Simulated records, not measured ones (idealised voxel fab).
process module | voxel air gaps
cross-section cut | 210 nm wide | cells 5 nm
A cross-section is a grid of square cells, given in bands from the top down. A band is one or more rows of cells.
Each band's line starts with the height of the band's top and of its bottom, in nm. Then come its materials from left to right, each with its width in nm. One material with "throughout" fills the band from edge to edge. "air" is empty space.
Height 0 is the level under which the wafer as received is all one material. The lowest band goes on downwards, as in "0 down".
A width such as "30 to 40" changes by the same amount from each row of cells to the next, from the band's top row to its bottom row.
"no change" after a step means that no cell of the cross-section changed.
closed voids: empty space of 8 cells or more with no open way to the top, each as width x height at its distance from the left edge, in nm
after a step's settings: what the simulator itself notes on the step
overlay nm, on a step with a mask: how far to the right of its planned place the mask lay; to the left if negative
plan
1 op RECEIVE | material Si
2 op CONFORMAL_DEP | material SiO2 | thk nm 10
3 op CONFORMAL_DEP | material SiCN | thk nm 5
4 op DIRECTIONAL_DEP | material SiO2 | thk nm 35
5 op PATTERN | tone open | mask id LINES | material resist | width nm 15 | pitch nm 40 | thk nm 15 | overlay nm 0
6 op DIRECTIONAL_ETCH | etch materials SiO2 | depth nm 35
7 op STRIP | etch materials resist
8 op CONFORMAL_DEP | material TiN | thk nm 5
9 op FILL_DEP | material Cu | thk nm 10
10 op CMP | height nm 50
11 op EPI | material Ru | thk nm 10
12 op SELECTIVE_ETCH | etch materials SiO2 | depth nm 45
13 op CONFORMAL_DEP | material SiCN | thk nm 5
first wafer, as planned
as received, after step 1
  0 down: Si throughout
  closed voids: none
after step 2
  10 to 0: SiO2 throughout
  below 0: unchanged
after step 3
  15 to 10: SiCN throughout
  below 10: unchanged
after step 4
  50 to 15: SiO2 throughout
  below 15: unchanged
after step 5
  65 to 50: resist 55 | air 15 | resist 25 | air 15 | resist 25 | air 15 | resist 60
  below 50: unchanged
after step 6
  65 to 50: resist 55 | air 15 | resist 25 | air 15 | resist 25 | air 15 | resist 60
  50 to 15: SiO2 55 | air 15 | SiO2 25 | air 15 | SiO2 25 | air 15 | SiO2 60
  below 15: unchanged
after step 7
  50 to 15: SiO2 55 | air 15 | SiO2 25 | air 15 | SiO2 25 | air 15 | SiO2 60
  below 15: unchanged
after step 8
  55 to 50: TiN 60 | air 5 | TiN 35 | air 5 | TiN 35 | air 5 | TiN 65
  50 to 20: SiO2 55 | TiN 5 | air 5 | TiN 5 | SiO2 25 | TiN 5 | air 5 | TiN 5 | SiO2 25 | TiN 5 | air 5 | TiN 5 | SiO2 60
  20 to 15: SiO2 55 | TiN 15 | SiO2 25 | TiN 15 | SiO2 25 | TiN 15 | SiO2 60
  below 15: unchanged
after step 9
  65 to 55: Cu throughout
  55 to 50: TiN 60 | Cu 5 | TiN 35 | Cu 5 | TiN 35 | Cu 5 | TiN 65
  50 to 20: SiO2 55 | TiN 5 | Cu 5 | TiN 5 | SiO2 25 | TiN 5 | Cu 5 | TiN 5 | SiO2 25 | TiN 5 | Cu 5 | TiN 5 | SiO2 60
  below 20: unchanged
after step 10
  50 to 20: SiO2 55 | TiN 5 | Cu 5 | TiN 5 | SiO2 25 | TiN 5 | Cu 5 | TiN 5 | SiO2 25 | TiN 5 | Cu 5 | TiN 5 | SiO2 60
  below 20: unchanged
after step 11
  60 to 50: air 45 | Ru 35 | air 5 | Ru 35 | air 5 | Ru 35 | air 50
  below 50: unchanged
after step 12
  60 to 50: air 45 | Ru 35 | air 5 | Ru 35 | air 5 | Ru 35 | air 50
  50 to 20: air 55 | TiN 5 | Cu 5 | TiN 5 | air 25 | TiN 5 | Cu 5 | TiN 5 | air 25 | TiN 5 | Cu 5 | TiN 5 | air 60
  20 to 15: air 55 | TiN 15 | air 25 | TiN 15 | air 25 | TiN 15 | air 60
  below 15: unchanged
after step 13
  65 to 60: air 40 | SiCN 125 | air 45
  60 to 50: air 40 | SiCN 5 | Ru 35 | SiCN 5 | Ru 35 | SiCN 5 | Ru 35 | SiCN 5 | air 45
  50 to 45: air 40 | SiCN 15 | TiN 5 | Cu 5 | TiN 5 | SiCN 25 | TiN 5 | Cu 5 | TiN 5 | SiCN 25 | TiN 5 | Cu 5 | TiN 5 | SiCN 15 | air 45
  45 to 20: air 50 | SiCN 5 | TiN 5 | Cu 5 | TiN 5 | SiCN 5 | air 15 | SiCN 5 | TiN 5 | Cu 5 | TiN 5 | SiCN 5 | air 15 | SiCN 5 | TiN 5 | Cu 5 | TiN 5 | SiCN 5 | air 55
  20 to 15: SiCN 55 | TiN 15 | SiCN 25 | TiN 15 | SiCN 25 | TiN 15 | SiCN 60
  below 15: unchanged
  closed voids: 15 x 25 at 75; 15 x 25 at 115
second wafer: like start, like plan, one mistake. Through step 4 it matches the first wafer
when step 5 should have ended
  65 to 50: resist 55 | air 20 | resist 20 | air 20 | resist 20 | air 20 | resist 55
  below 50: unchanged
when step 6 should have ended
  65 to 50: resist 55 | air 20 | resist 20 | air 20 | resist 20 | air 20 | resist 55
  50 to 15: SiO2 55 | air 20 | SiO2 20 | air 20 | SiO2 20 | air 20 | SiO2 55
  below 15: unchanged
when step 7 should have ended
  50 to 15: SiO2 55 | air 20 | SiO2 20 | air 20 | SiO2 20 | air 20 | SiO2 55
  below 15: unchanged
when step 8 should have ended
  55 to 50: TiN 60 | air 10 | TiN 30 | air 10 | TiN 30 | air 10 | TiN 60
  50 to 20: SiO2 55 | TiN 5 | air 10 | TiN 5 | SiO2 20 | TiN 5 | air 10 | TiN 5 | SiO2 20 | TiN 5 | air 10 | TiN 5 | SiO2 55
  20 to 15: SiO2 55 | TiN 20 | SiO2 20 | TiN 20 | SiO2 20 | TiN 20 | SiO2 55
  below 15: unchanged
when step 9 should have ended
  65 to 55: Cu throughout
  55 to 50: TiN 60 | Cu 10 | TiN 30 | Cu 10 | TiN 30 | Cu 10 | TiN 60
  50 to 20: SiO2 55 | TiN 5 | Cu 10 | TiN 5 | SiO2 20 | TiN 5 | Cu 10 | TiN 5 | SiO2 20 | TiN 5 | Cu 10 | TiN 5 | SiO2 55
  below 20: unchanged
when step 10 should have ended
  50 to 20: SiO2 55 | TiN 5 | Cu 10 | TiN 5 | SiO2 20 | TiN 5 | Cu 10 | TiN 5 | SiO2 20 | TiN 5 | Cu 10 | TiN 5 | SiO2 55
  below 20: unchanged
when step 11 should have ended
  60 to 50: air 45 | Ru 120 | air 45
  below 50: unchanged
when step 12 should have ended
  60 to 50: air 45 | Ru 120 | air 45
  50 to 20: air 55 | TiN 5 | Cu 10 | TiN 5 | SiO2 20 | TiN 5 | Cu 10 | TiN 5 | SiO2 20 | TiN 5 | Cu 10 | TiN 5 | air 55
  20 to 15: air 55 | TiN 20 | SiO2 20 | TiN 20 | SiO2 20 | TiN 20 | air 55
  below 15: unchanged
when step 13 should have ended
  65 to 60: air 40 | SiCN 130 | air 40
  60 to 50: air 40 | SiCN 5 | Ru 120 | SiCN 5 | air 40
  50 to 45: air 40 | SiCN 15 | TiN 5 | Cu 10 | TiN 5 | SiO2 20 | TiN 5 | Cu 10 | TiN 5 | SiO2 20 | TiN 5 | Cu 10 | TiN 5 | SiCN 15 | air 40
  45 to 20: air 50 | SiCN 5 | TiN 5 | Cu 10 | TiN 5 | SiO2 20 | TiN 5 | Cu 10 | TiN 5 | SiO2 20 | TiN 5 | Cu 10 | TiN 5 | SiCN 5 | air 50
  20 to 15: SiCN 55 | TiN 20 | SiO2 20 | TiN 20 | SiO2 20 | TiN 20 | SiCN 55
  below 15: unchanged
what went wrong: step 5 ran as: op PATTERN | tone open | mask id LINES | material resist | width nm 20 | pitch nm 40 | thk nm 15 | overlay nm 0
at the end the second wafer has, in cells: 18 more of Cu | 6 more of Ru | 44 fewer of SiCN | 56 more of SiO2 | 3 more of TiN
closed voids at the end (first wafer, second wafer): 2, 0
